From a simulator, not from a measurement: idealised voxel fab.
A process module follows: voxel self aligned contacts.
cross-section cut | 180 nm wide | cells 5 nm
The cross-sections in this document take the form of a grid made of square cells. They are written out as bands, in order from top to bottom. Each band consists of one or more rows of cells.
Heads up on the band format: heights come first, top then bottom, in nm. After that it's the materials left to right, each with its width in nm. A single material flagged "all across" fills the whole band edge to edge, and "air" means there's empty space there.
It should be noted that heights are counted from 0, beneath which the wafer as supplied is of one material throughout, and that the lowest band possesses no lower boundary but continues downward, as written in "0..down".
Per-row width for "30->40": begins at first number (top row of band), ends at second number (bottom row), increment between rows held constant.
When a step is marked "no modifications", none of the cells in the cross-section changed during that step.
"Fully enclosed voids" contains a list of empty spaces, each no smaller than 8 cells and without an open way to the top, written in the form width x height at distance with the distance from the left edge and all three in nm.
Post-settings text on a step line: simulator's own remark regarding the step.
"overlay nm" on a masked step: distance the mask lay right of its planned place, negative for left.

These are the steps we planned for the process
1) RECEIVE: material Si
2) OXIDIZE: depth nm 5
3) DIRECTIONAL_DEP: material polySi, thk nm 20
4) DIRECTIONAL_DEP: material SiN, thk nm 15
5) DIRECTIONAL_DEP: material aC, thk nm 10
6) PATTERN: tone cover, mask id GATE, material resist, width nm 25, pitch nm 50, thk nm 25, overlay nm 0
7) DIRECTIONAL_ETCH: etch materials aC, depth nm 10
8) STRIP: etch materials resist
9) DIRECTIONAL_ETCH: etch materials SiN, depth nm 15
10) DIRECTIONAL_ETCH: etch materials polySi, depth nm 20
11) STRIP: etch materials aC
12) CONFORMAL_DEP: material SiN, thk nm 5
13) DIRECTIONAL_ETCH: etch materials SiN, depth nm 5
14) FILL_DEP: material SiO2, thk nm 10
15) CMP: height nm 40
16) PATTERN: tone open, mask id CONTACT, material resist, width nm 35, thk nm 15, overlay nm 0
17) DIRECTIONAL_ETCH: etch materials SiO2, depth nm 45
18) STRIP: etch materials resist
19) CONFORMAL_DEP: material TiN, thk nm 5
20) FILL_DEP: material Ru, thk nm 10
21) CMP: height nm 40
22) CONFORMAL_DEP: material SiN, thk nm 5

Cross-section, incoming material, after step 1
	0..down  Si all across
	Fully enclosed voids: none

As-planned run: cross-section of the first of two wafers at end of module
	45..40  SiN all across
	40..35  SiO2=70, then TiN=15, then Ru=5, then TiN=15, then SiO2=75
	35..20  SiO2=45, then SiN=35, then TiN=5, then Ru=5, then TiN=5, then SiN=35, then SiO2=50
	20..0  SiO2=45, then SiN=5, then polySi=25, then SiN=5, then TiN=5, then Ru=5, then TiN=5, then SiN=5, then polySi=25, then SiN=5, then SiO2=50
	0..-5  SiO2=80, then TiN=15, then SiO2=85
	-5..down  Si all across
	Fully enclosed voids: none

Cross-section at end of module for the second wafer of two, which matched the first in starting point and plan and differed by one mistake in its processing
	45..40  SiN all across
	40..35  SiO2=70, then TiN=5, then Ru=25, then TiN=5, then SiO2=75
	35..30  SiO2=70, then TiN=35, then SiO2=75
	30..20  SiN all across
	20..0  polySi all across
	0..-5  SiO2 all across
	-5..down  Si all across
	Fully enclosed voids: none
Diagnosis: step 5 deviated from plan and actually ran as DIRECTIONAL_DEP: material SiN, thk nm 10
Final wafer comparison in cells, second versus first, more or fewer per material: -3 Ru, +14 SiN, -101 SiO2, -14 TiN, +104 polySi
